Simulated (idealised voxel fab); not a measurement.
voxel transistor to metal: a process module
Each square cell in cross-section cut measures 5 nm, and the section as a whole is 200 nm wide.
This document writes a cross-section as a grid whose cells are square, and gives it as bands, listed from the top down; one or more rows of cells form a band.
Read a band's entry like this: the first values are the height of its top and the height of its bottom in nm, and what follows is the sequence of materials from left to right, each with its width in nm. Note that "air" is empty space, and that a single material marked "all across" reaches across the band from edge to edge.
For the purposes of this specification, 0 denotes the height below which the wafer in its as-received condition is composed wholly of one material, and the lowermost band, lacking a lower limit, extends downward without end, as expressed in "0 and below".
The width entry "30..40" should be interpreted row by row: the top row of cells in the band takes the first number, the bottom row takes the second number, and the change between adjacent rows is uniform throughout.
A step reported as "everything unchanged" is a step in which no cell of the cross-section changed.
"Sealed-off cavities": empty spaces of 8 cells or more with no open way to the top, each given as width x height at distance, distance from the left edge, all in nm.
Post-settings text on a step line: simulator's own remark regarding the step.
What "overlay nm" on a step's line means: if the step has a mask, that mask lay this far to the right of its planned place, or, when the value is negative, to the left.

**Intended process steps**
- 1: RECEIVE (material Si)
- 2: CONFORMAL_DEP (material SiO2; thk nm 5)
- 3: CONFORMAL_DEP (material SiN; thk nm 10)
- 4: MASKED_ETCH (tone cover; mask id ACTIVE; width nm 135; etch materials SiN; depth nm 10; overlay nm 0)
- 5: MASKED_ETCH (tone cover; mask id ACTIVE; width nm 135; etch materials SiO2; depth nm 5; overlay nm 0)
- 6: MASKED_ETCH (tone cover; mask id ACTIVE; width nm 135; etch materials Si; depth nm 35; overlay nm 0)
- 7: OXIDIZE (depth nm 5)
- 8: FILL_DEP (material SiO2; thk nm 10)
- 9: CMP (height nm 15)
- 10: SELECTIVE_ETCH (etch materials SiO2; depth nm 5)
- 11: STRIP (etch materials SiN)
- 12: SELECTIVE_ETCH (etch materials SiO2; depth nm 5)
- 13: OXIDIZE (depth nm 5)
- 14: DIRECTIONAL_DEP (material polySi; thk nm 30)
- 15: DIRECTIONAL_DEP (material SiCN; thk nm 15)
- 16: DIRECTIONAL_DEP (material aC; thk nm 15)
- 17: PATTERN (tone cover; mask id GATE; material resist; width nm 35; thk nm 35; overlay nm 0)
- 18: DIRECTIONAL_ETCH (etch materials aC; depth nm 15)
- 19: STRIP (etch materials resist)
- 20: DIRECTIONAL_ETCH (etch materials SiCN; depth nm 25)
- 21: DIRECTIONAL_ETCH (etch materials polySi; depth nm 40)
- 22: STRIP (etch materials aC)
- 23: CONFORMAL_DEP (material SiO2; thk nm 5)
- 24: DIRECTIONAL_ETCH (etch materials SiO2; depth nm 5)
- 25: CONFORMAL_DEP (material SiN; thk nm 10)
- 26: DIRECTIONAL_ETCH (etch materials SiN; depth nm 10)
- 27: DIRECTIONAL_ETCH (etch materials SiO2; depth nm 5)
- 28: DIRECTIONAL_ETCH (etch materials Si; depth nm 5)
- 29: EPI (material pSi; thk nm 5)
- 30: FILL_DEP (material SiO2; thk nm 5)
- 31: CMP (height nm 30)
- 32: STRIP (etch materials polySi)
- 33: SELECTIVE_ETCH (etch materials SiO2; depth nm 5)
- 34: CONFORMAL_DEP (material HfO2; thk nm 5)
- 35: CONFORMAL_DEP (material TiN; thk nm 5)
- 36: FILL_DEP (material W; thk nm 5)
- 37: CMP (height nm 25)
- 38: DIRECTIONAL_DEP (material SiO2; thk nm 10)
- 39: PATTERN (tone open; mask id CONTACT; material resist; width nm 20; pitch nm 95; thk nm 15; overlay nm 0)
- 40: DIRECTIONAL_ETCH (etch materials SiO2; depth nm 40)
- 41: STRIP (etch materials resist)
- 42: CONFORMAL_DEP (material TiN; thk nm 5)
- 43: FILL_DEP (material W; thk nm 10)
- 44: CMP (height nm 35)
- 45: DIRECTIONAL_DEP (material TiN; thk nm 5)
- 46: DIRECTIONAL_DEP (material Ru; thk nm 15)
- 47: MASKED_ETCH (tone cover; mask id METAL_1; width nm 20; pitch nm 95; etch materials Ru; depth nm 15; overlay nm 0)
- 48: MASKED_ETCH (tone cover; mask id METAL_1; width nm 20; pitch nm 95; etch materials TiN; depth nm 5; overlay nm 0)
- 49: CONFORMAL_DEP (material SiN; thk nm 5)
- 50: FILL_DEP (material lowk; thk nm 5)
- 51: CMP (height nm 55)
- 52: CONFORMAL_DEP (material SiCN; thk nm 5)

**Cross-section of the wafer upon arrival, representing the state reached after step 1**
0 and below  Si all across
Sealed-off cavities: none

**First of two wafers, end-of-module section, run followed plan**
60 down to 55  SiCN all across
55 down to 40  lowk 35 nm  SiN 5 nm  Ru 20 nm  SiN 5 nm  lowk 65 nm  SiN 5 nm  Ru 20 nm  SiN 5 nm  lowk 40 nm
40 down to 35  SiN 40 nm  TiN 20 nm  SiN 75 nm  TiN 20 nm  SiN 45 nm
35 down to 25  SiO2 40 nm  TiN 5 nm  W 10 nm  TiN 5 nm  SiO2 75 nm  TiN 5 nm  W 10 nm  TiN 5 nm  SiO2 45 nm
25 down to 5  SiO2 40 nm  TiN 5 nm  W 10 nm  TiN 5 nm  SiO2 5 nm  SiN 10 nm  HfO2 5 nm  TiN 5 nm  W 25 nm  TiN 5 nm  HfO2 5 nm  SiN 10 nm  SiO2 5 nm  TiN 5 nm  W 10 nm  TiN 5 nm  SiO2 45 nm
5 down to 0  SiO2 30 nm  SiN 10 nm  TiN 10 nm  W 5 nm  TiN 5 nm  SiO2 5 nm  SiN 10 nm  HfO2 5 nm  TiN 35 nm  HfO2 5 nm  SiN 10 nm  SiO2 5 nm  TiN 5 nm  W 5 nm  TiN 10 nm  SiN 10 nm  SiO2 35 nm
0 down to -5  SiO2 40 nm  pSi 5 nm  TiN 15 nm  pSi 5 nm  SiO2 10 nm  HfO2 45 nm  SiO2 10 nm  pSi 5 nm  TiN 15 nm  pSi 5 nm  SiO2 45 nm
-5 down to -10  SiO2 35 nm  Si 5 nm  pSi 25 nm  Si 65 nm  pSi 25 nm  Si 5 nm  SiO2 40 nm
-10 down to -40  SiO2 35 nm  Si 125 nm  SiO2 40 nm
-40 and below  Si all across
Sealed-off cavities: none

**Wafer two cross-section, module end. Start and plan unchanged from wafer one; one mistake made during the run**
60 down to 55  SiCN all across
55 down to 45  Ru 40 nm  SiN 5 nm  lowk 10 nm  SiN 5 nm  Ru 75 nm  SiN 5 nm  lowk 10 nm  SiN 5 nm  Ru 45 nm
45 down to 40  Ru 40 nm  SiN 20 nm  Ru 75 nm  SiN 20 nm  Ru 45 nm
40 down to 35  TiN all across
35 down to 25  SiO2 40 nm  TiN 5 nm  W 10 nm  TiN 5 nm  SiO2 75 nm  TiN 5 nm  W 10 nm  TiN 5 nm  SiO2 45 nm
25 down to 5  SiO2 40 nm  TiN 5 nm  W 10 nm  TiN 5 nm  SiO2 5 nm  SiN 10 nm  HfO2 5 nm  TiN 5 nm  W 25 nm  TiN 5 nm  HfO2 5 nm  SiN 10 nm  SiO2 5 nm  TiN 5 nm  W 10 nm  TiN 5 nm  SiO2 45 nm
5 down to 0  SiO2 30 nm  SiN 10 nm  TiN 10 nm  W 5 nm  TiN 5 nm  SiO2 5 nm  SiN 10 nm  HfO2 5 nm  TiN 35 nm  HfO2 5 nm  SiN 10 nm  SiO2 5 nm  TiN 5 nm  W 5 nm  TiN 10 nm  SiN 10 nm  SiO2 35 nm
0 down to -5  SiO2 40 nm  pSi 5 nm  TiN 15 nm  pSi 5 nm  SiO2 10 nm  HfO2 45 nm  SiO2 10 nm  pSi 5 nm  TiN 15 nm  pSi 5 nm  SiO2 45 nm
-5 down to -10  SiO2 35 nm  Si 5 nm  pSi 25 nm  Si 65 nm  pSi 25 nm  Si 5 nm  SiO2 40 nm
-10 down to -40  SiO2 35 nm  Si 125 nm  SiO2 40 nm
-40 and below  Si all across
Sealed-off cavities: none
what went wrong: it should be noted that step 47 was executed with settings other than those planned, the operation and settings actually applied being MASKED_ETCH (tone open; mask id METAL_1; width nm 20; pitch nm 95; etch materials Ru; depth nm 15; overlay nm 0)
The second wafer ends with more or fewer cells of some materials than the first, per final count: +72 Ru; -28 SiN; +32 TiN; -76 lowk
